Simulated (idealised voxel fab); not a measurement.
Proc. module: voxel quadruple lines
For reference, the cross-section in this document is cut, with width 230 nm and square cells of 5 nm.
When this document writes out a cross-section, it uses a grid of square cells and lists it as bands, beginning at the top and moving down, with a band standing for one or more rows of cells. Quick guide to a band line: top height, bottom height (nm) up front; then every material left to right with its width in nm. Only one material and it's marked "throughout"? Then it fills the band edge to edge. And "blank" just means empty space. The reference from which all heights are counted is 0, the level beneath which the as-received wafer is entirely one material; the lowest band, having no lower bound, proceeds downward and is written after the example "0 and below". A width given as "30->40" starts at the first number in the band's top row and ends at the second number in its bottom row, shifting by an equal amount at every step from row to row. Step marked "all unchanged"? Then no cell in the cross-section changed in it. Entry "Closed void register" = empty spaces >= 8 cells with no open way to the top; each as width x height at distance, distance from left edge, all nm. Whatever follows a step's settings on its line is a remark the simulator itself makes about that step. A step's line can hold "overlay nm"; with a mask on that step, the setting says how far right of the planned place the mask lay, while a negative setting says it lay to the left.

**So here's the lineup of process steps we planned**
- 1: RECEIVE,material Si
- 2: CONFORMAL_DEP,material SiO2,thk nm 5
- 3: DIRECTIONAL_DEP,material W,thk nm 15
- 4: DIRECTIONAL_DEP,material polySi,thk nm 20
- 5: DIRECTIONAL_DEP,material aC,thk nm 20
- 6: PATTERN,tone cover,mask id MANDREL,material resist,width nm 30,pitch nm 80,thk nm 25,overlay nm -15
- 7: DIRECTIONAL_ETCH,etch materials aC,depth nm 20
- 8: STRIP,etch materials resist
- 9: CONFORMAL_DEP,material SiO2,thk nm 10
- 10: DIRECTIONAL_ETCH,etch materials SiO2,depth nm 10
- 11: STRIP,etch materials aC
- 12: DIRECTIONAL_ETCH,etch materials polySi,depth nm 20
- 13: STRIP,etch materials SiO2
- 14: CONFORMAL_DEP,material SiCN,thk nm 10
- 15: DIRECTIONAL_ETCH,etch materials SiCN,depth nm 10
- 16: STRIP,etch materials polySi
- 17: DIRECTIONAL_ETCH,etch materials W,depth nm 15
- 18: STRIP,etch materials SiCN
- 19: FILL_DEP,material SiO2,thk nm 5
- 20: CMP,height nm 20
varied across the wafers: overlay nm of step 6. The plan shows the first wafer's value. All wafers start alike

**Cross-section of the first incoming wafer of several, state after step 1**
- 0 and below | Si throughout
- Closed void register: none

**Post step 20, the closing step of the module: first of several wafers, cross-sectioned**
- 20 down to 5 | SiO2: 25, then W: 10, then SiO2: 10, then W: 10, then SiO2: 10, then W: 10, then SiO2: 10, then W: 10, then SiO2: 10, then W: 10, then SiO2: 10, then W: 10, then SiO2: 10, then W: 10, then SiO2: 10, then W: 10, then SiO2: 55
- 5 down to 0 | SiO2 throughout
- 0 and below | Si throughout
- Closed void register: none

**Last wafer x-sec, end of module**
- 20 down to 5 | SiO2: 55, then W: 10, then SiO2: 10, then W: 10, then SiO2: 10, then W: 10, then SiO2: 10, then W: 10, then SiO2: 10, then W: 10, then SiO2: 10, then W: 10, then SiO2: 10, then W: 10, then SiO2: 10, then W: 10, then SiO2: 25
- 5 down to 0 | SiO2 throughout
- 0 and below | Si throughout
- Closed void register: none

**Basically each wafer gets a line in the table, showing it at the end of the module: material by material, the cells it gained (+) or lost (-) since we got it, then its closed voids**
overlay nm -15, +136 SiO2, +48 W, Closed void register: none
overlay nm -10, +136 SiO2, +48 W, Closed void register: none
overlay nm -5, +136 SiO2, +48 W, Closed void register: none
overlay nm 0, +136 SiO2, +48 W, Closed void register: none
overlay nm 5, +136 SiO2, +48 W, Closed void register: none
overlay nm 10, +136 SiO2, +48 W, Closed void register: none
overlay nm 15, +136 SiO2, +48 W, Closed void register: none
